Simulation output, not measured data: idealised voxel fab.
Process module in this document: voxel capacitor over wiring
Xsec cut, 140 nm wide, square cell size 5 nm.
This document writes a cross-section as a grid whose cells are square, and gives it as bands, listed from the top down; one or more rows of cells form a band. Basically the band line says how high the top is and how high the bottom is, in nm, and then what's in it from left to right, every material with its width in nm. Empty space shows up as "blank", and if a single material carries "all across" it runs the full band edge to edge. A quick word on heights: they are counted from 0, and under that level the wafer as it came to us is one material throughout. The lowest band is different from the rest in having no bottom; it simply continues downward, written as in "0 nm and below". Quick explanation for "30 to 40": the width changes in equal steps down the rows of cells, from the first number in the band's top row to the second number in its bottom row. The cross-section has no changed cell in any step marked "remains unaltered". The list in "Closed void table" covers empty spaces of 8 cells or more that cannot reach the top through any open way, and it gives each as width x height at distance; the distance is from the left edge, and width, height and distance are in nm. Step line, after settings: the simulator's comment on this step. On any step carrying a mask, the "overlay nm" setting, if present on the step's line, tells how far right of its planned place the mask lay; negative values point to the left.
### The following list gives the planned process steps
| 1 | op RECEIVE | material Si |
| 2 | op CONFORMAL_DEP | material SiO2 | thk nm 10 |
| 3 | op CONFORMAL_DEP | material SiN | thk nm 5 |
| 4 | op DIRECTIONAL_DEP | material SiO2 | thk nm 15 |
| 5 | op DIRECTIONAL_DEP | material aC | thk nm 10 |
| 6 | op PATTERN | tone open | mask id METAL_1 | material resist | width nm 25 | pitch nm 80 | thk nm 25 | overlay nm 0 |
| 7 | op DIRECTIONAL_ETCH | etch materials aC | depth nm 10 |
| 8 | op STRIP | etch materials resist |
| 9 | op DIRECTIONAL_ETCH | etch materials SiO2 | depth nm 15 |
| 10 | op DIRECTIONAL_ETCH | etch materials SiN | depth nm 5 |
| 11 | op STRIP | etch materials aC |
| 12 | op CONFORMAL_DEP | material TiN | thk nm 5 |
| 13 | op FILL_DEP | material W | thk nm 10 |
| 14 | op CMP | height nm 30 |
| 15 | op EPI | material Ru | thk nm 5 |
| 16 | op FILL_DEP | material SiCN | thk nm 5 |
| 17 | op DIRECTIONAL_DEP | material SiO2 | thk nm 20 |
| 18 | op DIRECTIONAL_DEP | material aC | thk nm 15 |
| 19 | op PATTERN | tone open | mask id PLUG_1 | material resist | width nm 15 | thk nm 30 | overlay nm 0 |
| 20 | op DIRECTIONAL_ETCH | etch materials aC | depth nm 15 |
| 21 | op STRIP | etch materials resist |
| 22 | op DIRECTIONAL_ETCH | etch materials SiO2 | depth nm 20 |
| 23 | op DIRECTIONAL_ETCH | etch materials SiCN | depth nm 5 |
| 24 | op STRIP | etch materials aC |
| 25 | op EPI | material Ru | thk nm 10 |
| 26 | op EPI | material Ru | thk nm 10 |
| 27 | op EPI | material Ru | thk nm 5 |
| 28 | op DIRECTIONAL_DEP | material TiN | thk nm 10 |
| 29 | op DIRECTIONAL_DEP | material SiN | thk nm 5 |
| 30 | op DIRECTIONAL_DEP | material TiN | thk nm 10 |
| 31 | op DIRECTIONAL_DEP | material aC | thk nm 15 |
| 32 | op PATTERN | tone cover | mask id UPPER_PLATE | material resist | width nm 60 | thk nm 35 | overlay nm 0 |
| 33 | op DIRECTIONAL_ETCH | etch materials aC | depth nm 15 |
| 34 | op STRIP | etch materials resist |
| 35 | op DIRECTIONAL_ETCH | etch materials TiN | depth nm 10 |
| 36 | op DIRECTIONAL_ETCH | etch materials SiN | depth nm 5 |
| 37 | op STRIP | etch materials aC |
| 38 | op DIRECTIONAL_DEP | material aC | thk nm 15 |
| 39 | op PATTERN | tone cover | mask id LOWER_PLATE | material resist | width nm 70 | thk nm 30 | overlay nm 0 |
| 40 | op DIRECTIONAL_ETCH | etch materials aC | depth nm 15 |
| 41 | op STRIP | etch materials resist |
| 42 | op DIRECTIONAL_ETCH | etch materials TiN | depth nm 10 |
| 43 | op STRIP | etch materials aC |
| 44 | op FILL_DEP | material SiO2 | thk nm 15 |
| 45 | op CMP | height nm 95 |
| 46 | op DIRECTIONAL_DEP | material aC | thk nm 15 |
| 47 | op PATTERN | tone open | mask id PLUG_2 | material resist | width nm 15 | thk nm 35 | overlay nm 0 |
| 48 | op DIRECTIONAL_ETCH | etch materials aC | depth nm 15 |
| 49 | op STRIP | etch materials resist |
| 50 | op DIRECTIONAL_ETCH | etch materials SiO2 | depth nm 10 |
| 51 | op STRIP | etch materials aC |
| 52 | op CONFORMAL_DEP | material TiN | thk nm 5 |
| 53 | op FILL_DEP | material Cu | thk nm 5 |
| 54 | op CMP | height nm 95 |
| 55 | op CONFORMAL_DEP | material SiCN | thk nm 5 |
### Delivered wafer in cross-section: state after step 1
  0 nm and below: Si all across
  Closed void table: none
### Figure: cross-sectional view of the wafer upon completion of the module, processed from the initial state and according to the plan depicted above, with one error introduced during execution
  100 nm to 95 nm: SiCN all across
  95 nm to 90 nm: 35 SiO2 / 5 TiN / 5 Cu / 5 TiN / 90 SiO2
  90 nm to 85 nm: 35 SiO2 / 15 TiN / 90 SiO2
  85 nm to 75 nm: 25 SiO2 / 60 TiN / 55 SiO2
  75 nm to 70 nm: 25 SiO2 / 60 SiN / 55 SiO2
  70 nm to 60 nm: 20 SiO2 / 70 TiN / 50 SiO2
  60 nm to 40 nm: 25 SiO2 / 15 Ru / 100 SiO2
  40 nm to 35 nm: 25 SiCN / 15 Ru / 100 SiCN
  35 nm to 30 nm: 20 Ru / 15 SiCN / 65 Ru / 15 SiCN / 25 Ru
  30 nm to 15 nm: 10 W / 5 TiN / 25 SiO2 / 5 TiN / 45 W / 5 TiN / 25 SiO2 / 5 TiN / 15 W
  15 nm to 10 nm: 15 TiN / 25 SiN / 55 TiN / 25 SiN / 20 TiN
  10 nm to 0 nm: SiO2 all across
  0 nm and below: Si all across
  Closed void table: none
Which mistake was made when the wafer was run? step 6 was run on a setting that differed from the plan, and what really ran there is op PATTERN | tone cover | mask id METAL_1 | material resist | width nm 25 | pitch nm 80 | thk nm 25 | overlay nm 0
